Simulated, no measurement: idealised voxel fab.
Name of the process module below: voxel self aligned contacts
Cross-section cut spans 210 nm and uses square cells 5 nm in size.
In this document a cross-section is written as a grid of square cells. It is given as a series of bands, listed from the top down, and a band is one or more rows of cells. Heads up on the band format: heights come first, top then bottom, in nm. After that it's the materials left to right, each with its width in nm. A single material flagged "everywhere" fills the whole band edge to edge, and "empty" means there's empty space there. For the purposes of this specification, 0 denotes the height below which the wafer in its as-received condition is composed wholly of one material, and the lowermost band, lacking a lower limit, extends downward without end, as expressed in "0 down". Top row gets the first number, bottom row gets the second, and each row in between changes by the same step: that is how a band width like "30..40" works. Step marked "no alteration"? Then no cell in the cross-section changed in it. Basically, "Closed internal voids" tells you about the enclosed voids: empty spaces with no open way to the top, 8 cells or bigger, each written width x height at distance, where distance is from the left edge, all in nm. after a step's settings: what the simulator itself notes on the step. Steps that use a mask can have "overlay nm" on their line. It says how far the mask sat to the right of where it was meant to be. Negative means to the left.
plan:
| 1 | RECEIVE with material Si |
| 2 | CONFORMAL_DEP with material SiO2, thk nm 5 |
| 3 | DIRECTIONAL_DEP with material polySi, thk nm 20 |
| 4 | DIRECTIONAL_DEP with material SiN, thk nm 15 |
| 5 | DIRECTIONAL_DEP with material aC, thk nm 10 |
| 6 | PATTERN with tone cover, mask id GATE, material resist, width nm 35, pitch nm 60, thk nm 30, overlay nm 0 |
| 7 | DIRECTIONAL_ETCH with etch materials aC, depth nm 10 |
| 8 | STRIP with etch materials resist |
| 9 | DIRECTIONAL_ETCH with etch materials SiN, depth nm 15 |
| 10 | DIRECTIONAL_ETCH with etch materials polySi, depth nm 20 |
| 11 | STRIP with etch materials aC |
| 12 | CONFORMAL_DEP with material SiN, thk nm 5 |
| 13 | DIRECTIONAL_ETCH with etch materials SiN, depth nm 5 |
| 14 | FILL_DEP with material SiO2, thk nm 15 |
| 15 | CMP with height nm 50 |
| 16 | PATTERN with tone open, mask id CONTACT, material resist, width nm 35, thk nm 20, overlay nm 0 |
| 17 | DIRECTIONAL_ETCH with etch materials SiO2, depth nm 50 |
| 18 | STRIP with etch materials resist |
| 19 | CONFORMAL_DEP with material TiN, thk nm 5 |
| 20 | FILL_DEP with material W, thk nm 5 |
| 21 | CMP with height nm 50 |
| 22 | CONFORMAL_DEP with material SiN, thk nm 5 |
Wafer as received: cross-section following step 1:
    0 down = Si everywhere
    Closed internal voids: none
Same starting wafer, same plan as above, one mistake in the execution; this is the cross-section at the end of the module:
    55 to 50 = SiN everywhere
    50 to 45 = SiO2: 85 / TiN: 5 / W: 25 / TiN: 5 / SiO2: 90
    45 to 40 = SiO2: 85 / TiN: 35 / SiO2: 90
    40 to 25 = SiO2: 45 / SiN: 55 / TiN: 5 / SiN: 55 / SiO2: 50
    25 to 5 = SiO2: 45 / SiN: 5 / polySi: 45 / SiN: 5 / TiN: 5 / SiN: 5 / polySi: 45 / SiN: 5 / SiO2: 50
    5 to 0 = SiO2: 100 / TiN: 5 / SiO2: 105
    0 down = Si everywhere
    Closed internal voids: none
It is concluded that the wafer was processed incorrectly with respect to the plan, in that step 6 changed vs plan, executed as PATTERN with tone cover, mask id GATE, material resist, width nm 45, pitch nm 60, thk nm 30, overlay nm 0
